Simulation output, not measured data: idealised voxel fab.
The process module that follows is named voxel self aligned vias.
145 nm wide, 5 nm square cells: that's cross-section cut.
Just so we're on the same page, the cross-sections are grids of square cells, and they're listed out in bands top to bottom, each band one or more rows deep.
Band: top height; bottom height; in nm. Then, left to right: material with width in nm, for each material. "full width": a single material spanning edge to edge. "blank": empty space.
Heights are reckoned from 0. Under this level, the received wafer is all of one material. The bottommost band is open-ended downward, for example "0 and below".
Top row gets the first number, bottom row gets the second, and each row in between changes by the same step: that is how a band width like "30 to 40" works.
Key: "identical to before" - step with no changed cell in the cross-section.
Look at "Closed void inventory" for the closed voids: empty spaces with no open path to the top, sized 8 cells or up. Each is width x height at distance, distance from the left edge, all nm.
Anything after a step's settings on that line? It's the simulator's own note about the step.
overlay nm: step with mask; distance mask lay right of planned place; negative value = left of planned place.

-- Steps planned for the process
1) RECEIVE,material Si
2) CONFORMAL_DEP,material SiO2,thk nm 15
3) CONFORMAL_DEP,material SiCN,thk nm 5
4) DIRECTIONAL_DEP,material SiO2,thk nm 20
5) PATTERN,tone open,mask id LINES,material resist,width nm 20,pitch nm 50,thk nm 20,overlay nm 0
6) DIRECTIONAL_ETCH,etch materials SiO2,depth nm 20
7) STRIP,etch materials resist
8) CONFORMAL_DEP,material TiN,thk nm 5
9) FILL_DEP,material Ru,thk nm 10
10) CMP,height nm 40
11) SELECTIVE_ETCH,etch materials W Ru TiN,depth nm 5
12) FILL_DEP,material SiN,thk nm 5
13) CMP,height nm 30
14) DIRECTIONAL_DEP,material SiO2,thk nm 15
15) PATTERN,tone open,mask id VIAS,material resist,width nm 30,pitch nm 50,thk nm 20,overlay nm 0
16) DIRECTIONAL_ETCH,etch materials SiO2,depth nm 15
17) DIRECTIONAL_ETCH,etch materials SiN,depth nm 5
18) STRIP,etch materials resist
19) CONFORMAL_DEP,material TiN,thk nm 5
20) FILL_DEP,material W,thk nm 10
21) CMP,height nm 55
22) CONFORMAL_DEP,material SiCN,thk nm 5
The plan's step 13 height nm is the first wafer's value; the wafers differ in this setting and start identical.

-- First of several wafers, received after step 1, in cross-section
> 0 and below | Si full width
> Closed void inventory: none

-- Below: a row per wafer. Contents at end of module: for every material, cells gained since receipt (+) or lost since receipt (-); then closed voids
height nm 30 | +4 Ru | +58 SiCN | +180 SiO2 | +53 TiN | +53 W | Closed void inventory: none
height nm 35 | +8 Ru | +58 SiCN | +201 SiO2 | +57 TiN | +24 W | Closed void inventory: none
height nm 40 | +8 Ru | +58 SiCN | +222 SiO2 | +40 TiN | +20 W | Closed void inventory: none
height nm 45 | +8 Ru | +58 SiCN | +25 SiN | +205 SiO2 | +36 TiN | +16 W | Closed void inventory: none
